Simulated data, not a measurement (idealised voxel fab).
Process module in this document: voxel wiring stack
Square cell edge 5 nm, section width 245 nm, ID cut.
If you're reading a cross-section in this doc, picture square cells in a grid; it comes to you as bands, top ones listed first down to the bottom, and a band can be one or more rows of cells. Top height, bottom height, nm. Materials left to right, width each, nm. Single material + "all across" = fills band edge to edge. "blank" = empty. For the purposes of this specification, 0 denotes the height below which the wafer in its as-received condition is composed wholly of one material, and the lowermost band, lacking a lower limit, extends downward without end, as expressed in "top 0, no bottom". When a width is written as two numbers, as in "30->40", the first number is the width in the top row of cells of the band and the second is the width in its bottom row, and the width changes by the same amount from each row to the next. Step note "no modification" = no cross-section cell changed. "Entrapped void list" enumerates empty spaces isolated from the top, with no open way to it, that contain at least 8 cells, giving each as width x height at distance from the left edge, all three in nm. Note: text after step settings on the step line = simulator remark on that step. A step's line can hold "overlay nm"; with a mask on that step, the setting says how far right of the planned place the mask lay, while a negative setting says it lay to the left.

Intended process steps:
1. op RECEIVE | material Si
2. op CONFORMAL_DEP | material SiO2 | thk nm 10
3. op CONFORMAL_DEP | material SiCN | thk nm 5
4. op DIRECTIONAL_DEP | material SiO2 | thk nm 20
5. op MASKED_ETCH | tone open | mask id METAL_1 | width nm 30 | pitch nm 60 | etch materials SiO2 | depth nm 20 | overlay nm 0
6. op MASKED_ETCH | tone open | mask id METAL_1 | width nm 30 | pitch nm 60 | etch materials SiCN | depth nm 5 | overlay nm 0
7. op CONFORMAL_DEP | material TiN | thk nm 5
8. op FILL_DEP | material W | thk nm 10
9. op CMP | height nm 35
10. op CONFORMAL_DEP | material SiCN | thk nm 5
11. op DIRECTIONAL_DEP | material lowk | thk nm 20
12. op PATTERN | tone open | mask id PLUG_1 | material resist | width nm 15 | pitch nm 60 | thk nm 15 | overlay nm 0
13. op DIRECTIONAL_ETCH | etch materials lowk | depth nm 20
14. op DIRECTIONAL_ETCH | etch materials SiCN | depth nm 5
15. op STRIP | etch materials resist
16. op EPI | material Ru | thk nm 10
17. op EPI | material Ru | thk nm 10
18. op EPI | material Ru | thk nm 5
19. op DIRECTIONAL_DEP | material TiN | thk nm 5
20. op DIRECTIONAL_DEP | material Ru | thk nm 25
21. op PATTERN | tone cover | mask id METAL_2 | material resist | width nm 30 | pitch nm 60 | thk nm 15 | overlay nm 0
22. op DIRECTIONAL_ETCH | etch materials Ru | depth nm 25
23. op DIRECTIONAL_ETCH | etch materials TiN | depth nm 5
24. op STRIP | etch materials resist
25. op FILL_DEP | material lowk | thk nm 10
26. op CMP | height nm 90
27. op CONFORMAL_DEP | material SiCN | thk nm 5
28. op DIRECTIONAL_DEP | material SiO2 | thk nm 30
29. op PATTERN | tone open | mask id METAL_3 | material resist | width nm 30 | pitch nm 60 | thk nm 20 | overlay nm 0
30. op DIRECTIONAL_ETCH | etch materials SiO2 | depth nm 20
31. op STRIP | etch materials resist
32. op PATTERN | tone open | mask id METAL_3_HOLES | material resist | width nm 15 | pitch nm 60 | thk nm 15 | overlay nm 0
33. op DIRECTIONAL_ETCH | etch materials SiO2 | depth nm 10
34. op DIRECTIONAL_ETCH | etch materials SiCN | depth nm 5
35. op STRIP | etch materials resist
36. op CONFORMAL_DEP | material TiN | thk nm 5
37. op FILL_DEP | material Ru | thk nm 5
38. op CMP | height nm 125
39. op CONFORMAL_DEP | material SiCN | thk nm 5

Of two wafers, the first: run according to plan:

The cross-section here shows the wafer as received, i.e. in its state after step 1:
- top 0, no bottom = Si all across
- Entrapped void list: none

Presented here is a cross-section of the wafer after step 2 has been performed:
- top 10, bottom 0 = SiO2 all across
- Below a height of 0, the structure has not been altered.

Presented here is a cross-section of the wafer after step 3 has been performed:
- top 15, bottom 10 = SiCN all across
- Below a height of 10, the structure has not been altered.

Presented here is a cross-section of the wafer after step 4 has been performed:
- top 35, bottom 15 = SiO2 all across
- Below a height of 15, the structure has not been altered.

Presented here is a cross-section of the wafer after step 5 has been performed:
- top 35, bottom 15 = SiO2 (45)  blank (30)  SiO2 (30)  blank (30)  SiO2 (30)  blank (30)  SiO2 (50)
- Below a height of 15, the structure has not been altered.

Presented here is a cross-section of the wafer after step 6 has been performed:
- top 35, bottom 15 = SiO2 (45)  blank (30)  SiO2 (30)  blank (30)  SiO2 (30)  blank (30)  SiO2 (50)
- top 15, bottom 10 = SiCN (45)  blank (30)  SiCN (30)  blank (30)  SiCN (30)  blank (30)  SiCN (50)
- Below a height of 10, the structure has not been altered.

Presented here is a cross-section of the wafer after step 7 has been performed:
- top 40, bottom 35 = TiN (50)  blank (20)  TiN (40)  blank (20)  TiN (40)  blank (20)  TiN (55)
- top 35, bottom 15 = SiO2 (45)  TiN (5)  blank (20)  TiN (5)  SiO2 (30)  TiN (5)  blank (20)  TiN (5)  SiO2 (30)  TiN (5)  blank (20)  TiN (5)  SiO2 (50)
- top 15, bottom 10 = SiCN (45)  TiN (30)  SiCN (30)  TiN (30)  SiCN (30)  TiN (30)  SiCN (50)
- Below a height of 10, the structure has not been altered.

Presented here is a cross-section of the wafer after step 8 has been performed:
- top 50, bottom 40 = W all across
- top 40, bottom 35 = TiN (50)  W (20)  TiN (40)  W (20)  TiN (40)  W (20)  TiN (55)
- top 35, bottom 15 = SiO2 (45)  TiN (5)  W (20)  TiN (5)  SiO2 (30)  TiN (5)  W (20)  TiN (5)  SiO2 (30)  TiN (5)  W (20)  TiN (5)  SiO2 (50)
- Below a height of 15, the structure has not been altered.

Presented here is a cross-section of the wafer after step 9 has been performed:
- top 35, bottom 15 = SiO2 (45)  TiN (5)  W (20)  TiN (5)  SiO2 (30)  TiN (5)  W (20)  TiN (5)  SiO2 (30)  TiN (5)  W (20)  TiN (5)  SiO2 (50)
- Below a height of 15, the structure has not been altered.

Presented here is a cross-section of the wafer after step 10 has been performed:
- top 40, bottom 35 = SiCN all across
- Below a height of 35, the structure has not been altered.

Presented here is a cross-section of the wafer after step 11 has been performed:
- top 60, bottom 40 = lowk all across
- Below a height of 40, the structure has not been altered.

Presented here is a cross-section of the wafer after step 12 has been performed:
- top 75, bottom 60 = resist (45)  blank (15)  resist (45)  blank (15)  resist (45)  blank (15)  resist (65)
- Below a height of 60, the structure has not been altered.

Presented here is a cross-section of the wafer after step 13 has been performed:
- top 75, bottom 60 = resist (45)  blank (15)  resist (45)  blank (15)  resist (45)  blank (15)  resist (65)
- top 60, bottom 40 = lowk (45)  blank (15)  lowk (45)  blank (15)  lowk (45)  blank (15)  lowk (65)
- Below a height of 40, the structure has not been altered.

Presented here is a cross-section of the wafer after step 14 has been performed:
- top 75, bottom 60 = resist (45)  blank (15)  resist (45)  blank (15)  resist (45)  blank (15)  resist (65)
- top 60, bottom 40 = lowk (45)  blank (15)  lowk (45)  blank (15)  lowk (45)  blank (15)  lowk (65)
- top 40, bottom 35 = SiCN (45)  blank (15)  SiCN (45)  blank (15)  SiCN (45)  blank (15)  SiCN (65)
- Below a height of 35, the structure has not been altered.

Presented here is a cross-section of the wafer after step 15 has been performed:
- top 60, bottom 40 = lowk (45)  blank (15)  lowk (45)  blank (15)  lowk (45)  blank (15)  lowk (65)
- Below a height of 40, the structure has not been altered.

Presented here is a cross-section of the wafer after step 16 has been performed:
- top 60, bottom 45 = lowk (45)  blank (15)  lowk (45)  blank (15)  lowk (45)  blank (15)  lowk (65)
- top 45, bottom 40 = lowk (45)  Ru (15)  lowk (45)  Ru (15)  lowk (45)  Ru (15)  lowk (65)
- top 40, bottom 35 = SiCN (45)  Ru (15)  SiCN (45)  Ru (15)  SiCN (45)  Ru (15)  SiCN (65)
- Below a height of 35, the structure has not been altered.

Presented here is a cross-section of the wafer after step 17 has been performed:
- top 60, bottom 55 = lowk (45)  blank (15)  lowk (45)  blank (15)  lowk (45)  blank (15)  lowk (65)
- top 55, bottom 40 = lowk (45)  Ru (15)  lowk (45)  Ru (15)  lowk (45)  Ru (15)  lowk (65)
- Below a height of 40, the structure has not been altered.

Presented here is a cross-section of the wafer after step 18 has been performed:
- top 60, bottom 40 = lowk (45)  Ru (15)  lowk (45)  Ru (15)  lowk (45)  Ru (15)  lowk (65)
- Below a height of 40, the structure has not been altered.

Presented here is a cross-section of the wafer after step 19 has been performed:
- top 65, bottom 60 = TiN all across
- Below a height of 60, the structure has not been altered.

Presented here is a cross-section of the wafer after step 20 has been performed:
- top 90, bottom 65 = Ru all across
- Below a height of 65, the structure has not been altered.

Presented here is a cross-section of the wafer after step 21 has been performed:
- top 105, bottom 90 = blank (45)  resist (30)  blank (30)  resist (30)  blank (30)  resist (30)  blank (50)
- Below a height of 90, the structure has not been altered.

Presented here is a cross-section of the wafer after step 22 has been performed:
- top 105, bottom 90 = blank (45)  resist (30)  blank (30)  resist (30)  blank (30)  resist (30)  blank (50)
- top 90, bottom 65 = blank (45)  Ru (30)  blank (30)  Ru (30)  blank (30)  Ru (30)  blank (50)
- Below a height of 65, the structure has not been altered.

Presented here is a cross-section of the wafer after step 23 has been performed:
- top 105, bottom 90 = blank (45)  resist (30)  blank (30)  resist (30)  blank (30)  resist (30)  blank (50)
- top 90, bottom 65 = blank (45)  Ru (30)  blank (30)  Ru (30)  blank (30)  Ru (30)  blank (50)
- top 65, bottom 60 = blank (45)  TiN (30)  blank (30)  TiN (30)  blank (30)  TiN (30)  blank (50)
- Below a height of 60, the structure has not been altered.

Presented here is a cross-section of the wafer after step 24 has been performed:
- top 90, bottom 65 = blank (45)  Ru (30)  blank (30)  Ru (30)  blank (30)  Ru (30)  blank (50)
- Below a height of 65, the structure has not been altered.

Presented here is a cross-section of the wafer after step 25 has been performed:
- top 100, bottom 90 = lowk all across
- top 90, bottom 65 = lowk (45)  Ru (30)  lowk (30)  Ru (30)  lowk (30)  Ru (30)  lowk (50)
- top 65, bottom 60 = lowk (45)  TiN (30)  lowk (30)  TiN (30)  lowk (30)  TiN (30)  lowk (50)
- Below a height of 60, the structure has not been altered.

Presented here is a cross-section of the wafer after step 26 has been performed:
- top 90, bottom 65 = lowk (45)  Ru (30)  lowk (30)  Ru (30)  lowk (30)  Ru (30)  lowk (50)
- Below a height of 65, the structure has not been altered.

Presented here is a cross-section of the wafer after step 27 has been performed:
- top 95, bottom 90 = SiCN all across
- Below a height of 90, the structure has not been altered.

Presented here is a cross-section of the wafer after step 28 has been performed:
- top 125, bottom 95 = SiO2 all across
- Below a height of 95, the structure has not been altered.

Presented here is a cross-section of the wafer after step 29 has been performed:
- top 145, bottom 125 = resist (45)  blank (30)  resist (30)  blank (30)  resist (30)  blank (30)  resist (50)
- Below a height of 125, the structure has not been altered.

Presented here is a cross-section of the wafer after step 30 has been performed:
- top 145, bottom 125 = resist (45)  blank (30)  resist (30)  blank (30)  resist (30)  blank (30)  resist (50)
- top 125, bottom 105 = SiO2 (45)  blank (30)  SiO2 (30)  blank (30)  SiO2 (30)  blank (30)  SiO2 (50)
- Below a height of 105, the structure has not been altered.

Presented here is a cross-section of the wafer after step 31 has been performed:
- top 125, bottom 105 = SiO2 (45)  blank (30)  SiO2 (30)  blank (30)  SiO2 (30)  blank (30)  SiO2 (50)
- Below a height of 105, the structure has not been altered.

Presented here is a cross-section of the wafer after step 32 has been performed:
- top 140, bottom 125 = resist (45)  blank (15)  resist (45)  blank (15)  resist (45)  blank (15)  resist (65)
- top 125, bottom 105 = SiO2 (45)  blank (15)  resist (15)  SiO2 (30)  blank (15)  resist (15)  SiO2 (30)  blank (15)  resist (15)  SiO2 (50)
- Below a height of 105, the structure has not been altered.

Presented here is a cross-section of the wafer after step 33 has been performed:
- top 140, bottom 125 = resist (45)  blank (15)  resist (45)  blank (15)  resist (45)  blank (15)  resist (65)
- top 125, bottom 105 = SiO2 (45)  blank (15)  resist (15)  SiO2 (30)  blank (15)  resist (15)  SiO2 (30)  blank (15)  resist (15)  SiO2 (50)
- top 105, bottom 95 = SiO2 (45)  blank (15)  SiO2 (45)  blank (15)  SiO2 (45)  blank (15)  SiO2 (65)
- Below a height of 95, the structure has not been altered.

Presented here is a cross-section of the wafer after step 34 has been performed:
- top 140, bottom 125 = resist (45)  blank (15)  resist (45)  blank (15)  resist (45)  blank (15)  resist (65)
- top 125, bottom 105 = SiO2 (45)  blank (15)  resist (15)  SiO2 (30)  blank (15)  resist (15)  SiO2 (30)  blank (15)  resist (15)  SiO2 (50)
- top 105, bottom 95 = SiO2 (45)  blank (15)  SiO2 (45)  blank (15)  SiO2 (45)  blank (15)  SiO2 (65)
- top 95, bottom 90 = SiCN (45)  blank (15)  SiCN (45)  blank (15)  SiCN (45)  blank (15)  SiCN (65)
- Below a height of 90, the structure has not been altered.

Presented here is a cross-section of the wafer after step 35 has been performed:
- top 125, bottom 105 = SiO2 (45)  blank (30)  SiO2 (30)  blank (30)  SiO2 (30)  blank (30)  SiO2 (50)
- Below a height of 105, the structure has not been altered.

Presented here is a cross-section of the wafer after step 36 has been performed:
- top 130, bottom 125 = TiN (50)  blank (20)  TiN (40)  blank (20)  TiN (40)  blank (20)  TiN (55)
- top 125, bottom 110 = SiO2 (45)  TiN (5)  blank (20)  TiN (5)  SiO2 (30)  TiN (5)  blank (20)  TiN (5)  SiO2 (30)  TiN (5)  blank (20)  TiN (5)  SiO2 (50)
- top 110, bottom 105 = SiO2 (45)  TiN (5)  blank (5)  TiN (20)  SiO2 (30)  TiN (5)  blank (5)  TiN (20)  SiO2 (30)  TiN (5)  blank (5)  TiN (20)  SiO2 (50)
- top 105, bottom 95 = SiO2 (45)  TiN (5)  blank (5)  TiN (5)  SiO2 (45)  TiN (5)  blank (5)  TiN (5)  SiO2 (45)  TiN (5)  blank (5)  TiN (5)  SiO2 (65)
- top 95, bottom 90 = SiCN (45)  TiN (15)  SiCN (45)  TiN (15)  SiCN (45)  TiN (15)  SiCN (65)
- Below a height of 90, the structure has not been altered.

Presented here is a cross-section of the wafer after step 37 has been performed:
- top 135, bottom 130 = Ru all across
- top 130, bottom 125 = TiN (50)  Ru (20)  TiN (40)  Ru (20)  TiN (40)  Ru (20)  TiN (55)
- top 125, bottom 110 = SiO2 (45)  TiN (5)  Ru (20)  TiN (5)  SiO2 (30)  TiN (5)  Ru (20)  TiN (5)  SiO2 (30)  TiN (5)  Ru (20)  TiN (5)  SiO2 (50)
- top 110, bottom 105 = SiO2 (45)  TiN (5)  Ru (5)  TiN (20)  SiO2 (30)  TiN (5)  Ru (5)  TiN (20)  SiO2 (30)  TiN (5)  Ru (5)  TiN (20)  SiO2 (50)
- top 105, bottom 95 = SiO2 (45)  TiN (5)  Ru (5)  TiN (5)  SiO2 (45)  TiN (5)  Ru (5)  TiN (5)  SiO2 (45)  TiN (5)  Ru (5)  TiN (5)  SiO2 (65)
- Below a height of 95, the structure has not been altered.

Presented here is a cross-section of the wafer after step 38 has been performed:
- top 125, bottom 110 = SiO2 (45)  TiN (5)  Ru (20)  TiN (5)  SiO2 (30)  TiN (5)  Ru (20)  TiN (5)  SiO2 (30)  TiN (5)  Ru (20)  TiN (5)  SiO2 (50)
- Below a height of 110, the structure has not been altered.

Presented here is a cross-section of the wafer after step 39 has been performed:
- top 130, bottom 125 = SiCN all across
- Below a height of 125, the structure has not been altered.

Wafer two. Identical start, identical plan. One mistake in execution. Identical history through step 28:

Cross-sectional view of the second wafer at the intended end time of process step 29:
- top 145, bottom 125 = resist (50)  blank (20)  resist (40)  blank (20)  resist (40)  blank (20)  resist (55)
- Below a height of 125, the structure has not been altered.

Cross-sectional view of the second wafer at the intended end time of process step 30:
- top 145, bottom 125 = resist (50)  blank (20)  resist (40)  blank (20)  resist (40)  blank (20)  resist (55)
- top 125, bottom 105 = SiO2 (50)  blank (20)  SiO2 (40)  blank (20)  SiO2 (40)  blank (20)  SiO2 (55)
- Below a height of 105, the structure has not been altered.

Cross-sectional view of the second wafer at the intended end time of process step 31:
- top 125, bottom 105 = SiO2 (50)  blank (20)  SiO2 (40)  blank (20)  SiO2 (40)  blank (20)  SiO2 (55)
- Below a height of 105, the structure has not been altered.

Cross-sectional view of the second wafer at the intended end time of process step 32:
- top 140, bottom 125 = resist (45)  blank (15)  resist (45)  blank (15)  resist (45)  blank (15)  resist (65)
- top 125, bottom 105 = SiO2 (50)  blank (10)  resist (10)  SiO2 (40)  blank (10)  resist (10)  SiO2 (40)  blank (10)  resist (10)  SiO2 (55)
- Below a height of 105, the structure has not been altered.

Cross-sectional view of the second wafer at the intended end time of process step 33:
- top 140, bottom 125 = resist (45)  blank (15)  resist (45)  blank (15)  resist (45)  blank (15)  resist (65)
- top 125, bottom 115 = SiO2 (45)  blank (15)  resist (10)  SiO2 (35)  blank (15)  resist (10)  SiO2 (35)  blank (15)  resist (10)  SiO2 (55)
- top 115, bottom 105 = SiO2 (50)  blank (10)  resist (10)  SiO2 (40)  blank (10)  resist (10)  SiO2 (40)  blank (10)  resist (10)  SiO2 (55)
- top 105, bottom 95 = SiO2 (50)  blank (10)  SiO2 (50)  blank (10)  SiO2 (50)  blank (10)  SiO2 (65)
- Below a height of 95, the structure has not been altered.

Cross-sectional view of the second wafer at the intended end time of process step 34:
- top 140, bottom 125 = resist (45)  blank (15)  resist (45)  blank (15)  resist (45)  blank (15)  resist (65)
- top 125, bottom 115 = SiO2 (45)  blank (15)  resist (10)  SiO2 (35)  blank (15)  resist (10)  SiO2 (35)  blank (15)  resist (10)  SiO2 (55)
- top 115, bottom 105 = SiO2 (50)  blank (10)  resist (10)  SiO2 (40)  blank (10)  resist (10)  SiO2 (40)  blank (10)  resist (10)  SiO2 (55)
- top 105, bottom 95 = SiO2 (50)  blank (10)  SiO2 (50)  blank (10)  SiO2 (50)  blank (10)  SiO2 (65)
- top 95, bottom 90 = SiCN (50)  blank (10)  SiCN (50)  blank (10)  SiCN (50)  blank (10)  SiCN (65)
- Below a height of 90, the structure has not been altered.

Cross-sectional view of the second wafer at the intended end time of process step 35:
- top 125, bottom 115 = SiO2 (45)  blank (25)  SiO2 (35)  blank (25)  SiO2 (35)  blank (25)  SiO2 (55)
- top 115, bottom 105 = SiO2 (50)  blank (20)  SiO2 (40)  blank (20)  SiO2 (40)  blank (20)  SiO2 (55)
- Below a height of 105, the structure has not been altered.

Cross-sectional view of the second wafer at the intended end time of process step 36:
- top 130, bottom 125 = TiN (50)  blank (15)  TiN (45)  blank (15)  TiN (45)  blank (15)  TiN (60)
- top 125, bottom 115 = SiO2 (45)  TiN (5->10)  blank (15->10)  TiN (5)  SiO2 (35)  TiN (5->10)  blank (15->10)  TiN (5)  SiO2 (35)  TiN (5->10)  blank (15->10)  TiN (5)  SiO2 (55)
- top 115, bottom 110 = SiO2 (50)  TiN (5)  blank (10)  TiN (5)  SiO2 (40)  TiN (5)  blank (10)  TiN (5)  SiO2 (40)  TiN (5)  blank (10)  TiN (5)  SiO2 (55)
- top 110, bottom 105 = SiO2 (50)  TiN (20)  SiO2 (40)  TiN (20)  SiO2 (40)  TiN (20)  SiO2 (55)
- top 105, bottom 95 = SiO2 (50)  TiN (10)  SiO2 (50)  TiN (10)  SiO2 (50)  TiN (10)  SiO2 (65)
- top 95, bottom 90 = SiCN (50)  TiN (10)  SiCN (50)  TiN (10)  SiCN (50)  TiN (10)  SiCN (65)
- Below a height of 90, the structure has not been altered.

Cross-sectional view of the second wafer at the intended end time of process step 37:
- top 135, bottom 130 = Ru all across
- top 130, bottom 125 = TiN (50)  Ru (15)  TiN (45)  Ru (15)  TiN (45)  Ru (15)  TiN (60)
- top 125, bottom 115 = SiO2 (45)  TiN (5->10)  Ru (15->10)  TiN (5)  SiO2 (35)  TiN (5->10)  Ru (15->10)  TiN (5)  SiO2 (35)  TiN (5->10)  Ru (15->10)  TiN (5)  SiO2 (55)
- top 115, bottom 110 = SiO2 (50)  TiN (5)  Ru (10)  TiN (5)  SiO2 (40)  TiN (5)  Ru (10)  TiN (5)  SiO2 (40)  TiN (5)  Ru (10)  TiN (5)  SiO2 (55)
- Below a height of 110, the structure has not been altered.

Cross-sectional view of the second wafer at the intended end time of process step 38:
- top 125, bottom 115 = SiO2 (45)  TiN (5->10)  Ru (15->10)  TiN (5)  SiO2 (35)  TiN (5->10)  Ru (15->10)  TiN (5)  SiO2 (35)  TiN (5->10)  Ru (15->10)  TiN (5)  SiO2 (55)
- Below a height of 115, the structure has not been altered.

Cross-sectional view of the second wafer at the intended end time of process step 39:
- top 130, bottom 125 = SiCN all across
- Below a height of 125, the structure has not been altered.
What went wrong in running the wafer? step 29 went in with a setting other than planned; the actual run was op PATTERN | tone open | mask id METAL_3 | material resist | width nm 20 | pitch nm 60 | thk nm 20 | overlay nm 0
FYI, end of process, the second wafer has more or fewer cells of some materials than the first: Ru -24; SiCN +3; SiO2 +24; TiN -3
